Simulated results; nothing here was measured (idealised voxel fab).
Process module, titled voxel self aligned vias
Cross-section cut spans 280 nm and uses square cells 5 nm in size.
Heads up, the way a cross-section reads in here is a grid of square cells, handed over as bands from the top down, with every band being one or more rows of cells.
Basically the band line says how high the top is and how high the bottom is, in nm, and then what's in it from left to right, every material with its width in nm. Empty space shows up as "air", and if a single material carries "throughout" it runs the full band edge to edge.
Height 0 is the level under which the wafer as received is all one material. The lowest band goes on downwards, as in "from 0 down".
When a width is written as two numbers, as in "30..40", the first number is the width in the top row of cells of the band and the second is the width in its bottom row, and the width changes by the same amount from each row to the next.
What does "no change occurred" mean for a step? It means no cell of the cross-section changed in that step.
In the "Sealed-off cavities" entry, you get each enclosed empty space of 8 cells or more, one with no open way to the top, written width x height at distance, distance from the left edge, in nm.
Note: text after step settings on the step line = simulator remark on that step.
"overlay nm", when on a step's line for a step with a mask, measures how far to the right of its planned place the mask lay; a negative measure means to the left.

plan
step 1: RECEIVE (material Si)
step 2: CONFORMAL_DEP (material SiO2; thk nm 15)
step 3: CONFORMAL_DEP (material SiCN; thk nm 5)
step 4: DIRECTIONAL_DEP (material SiO2; thk nm 20)
step 5: MASKED_ETCH (tone open; mask id LINES; width nm 20; pitch nm 45; etch materials SiO2; depth nm 20; overlay nm 0)
step 6: CONFORMAL_DEP (material TiN; thk nm 5)
step 7: FILL_DEP (material W; thk nm 5)
step 8: CMP (height nm 40)
step 9: SELECTIVE_ETCH (etch materials W Ru TiN; depth nm 5)
step 10: FILL_DEP (material SiN; thk nm 10)
step 11: CMP (height nm 40)
step 12: DIRECTIONAL_DEP (material SiO2; thk nm 15)
step 13: DIRECTIONAL_DEP (material aC; thk nm 10)
step 14: PATTERN (tone open; mask id VIAS; material resist; width nm 30; pitch nm 45; thk nm 25; overlay nm 0)
step 15: DIRECTIONAL_ETCH (etch materials aC; depth nm 10)
step 16: STRIP (etch materials resist)
step 17: DIRECTIONAL_ETCH (etch materials SiO2; depth nm 15)
step 18: DIRECTIONAL_ETCH (etch materials SiN; depth nm 5)
step 19: STRIP (etch materials aC)
step 20: CONFORMAL_DEP (material TiN; thk nm 5)
step 21: FILL_DEP (material W; thk nm 5)
step 22: CMP (height nm 55)
step 23: CONFORMAL_DEP (material SiCN; thk nm 5)

Cross-section: wafer on arrival = after step 1
    from 0 down = Si throughout
    Sealed-off cavities: none

Module complete - cross-section of the first of two wafers, run according to plan
    from 60 to 55 = SiCN throughout
    from 55 to 45 = 80 of SiO2, 5 of TiN, 20 of W, 5 of TiN, 15 of SiO2, 5 of TiN, 20 of W, 5 of TiN, 15 of SiO2, 5 of TiN, 20 of W, 5 of TiN, 80 of SiO2
    from 45 to 40 = 80 of SiO2, 10 of TiN, 10 of W, 10 of TiN, 15 of SiO2, 10 of TiN, 10 of W, 10 of TiN, 15 of SiO2, 10 of TiN, 10 of W, 10 of TiN, 80 of SiO2
    from 40 to 35 = 85 of SiO2, 20 of TiN, 25 of SiO2, 20 of TiN, 25 of SiO2, 20 of TiN, 85 of SiO2
    from 35 to 25 = 85 of SiO2, 5 of TiN, 10 of W, 5 of TiN, 25 of SiO2, 5 of TiN, 10 of W, 5 of TiN, 25 of SiO2, 5 of TiN, 10 of W, 5 of TiN, 85 of SiO2
    from 25 to 20 = 85 of SiO2, 20 of TiN, 25 of SiO2, 20 of TiN, 25 of SiO2, 20 of TiN, 85 of SiO2
    from 20 to 15 = SiCN throughout
    from 15 to 0 = SiO2 throughout
    from 0 down = Si throughout
    Sealed-off cavities: none

End-of-module cross-section of the second wafer: identical starting point and process plan to the first, with one processing mistake
    from 60 to 55 = SiCN throughout
    from 55 to 40 = 80 of SiO2, 5 of TiN, 20 of W, 5 of TiN, 15 of SiO2, 5 of TiN, 20 of W, 5 of TiN, 15 of SiO2, 5 of TiN, 20 of W, 5 of TiN, 80 of SiO2
    from 40 to 35 = 80 of SiN, 30 of TiN, 15 of SiN, 30 of TiN, 15 of SiN, 30 of TiN, 80 of SiN
    from 35 to 20 = 85 of SiO2, 5 of TiN, 10 of W, 5 of TiN, 25 of SiO2, 5 of TiN, 10 of W, 5 of TiN, 25 of SiO2, 5 of TiN, 10 of W, 5 of TiN, 85 of SiO2
    from 20 to 15 = 85 of SiO2, 20 of TiN, 25 of SiO2, 20 of TiN, 25 of SiO2, 20 of TiN, 85 of SiO2
    from 15 to 0 = SiO2 throughout
    from 0 down = Si throughout
    Sealed-off cavities: none
So what did we get wrong on this run? step 3 of the plan was jumped over and never run
The closing comparison, in cells, has the second wafer with more or fewer of some materials than the first: SiCN: 56 fewer, SiN: 38 more, TiN: 6 more, W: 12 more
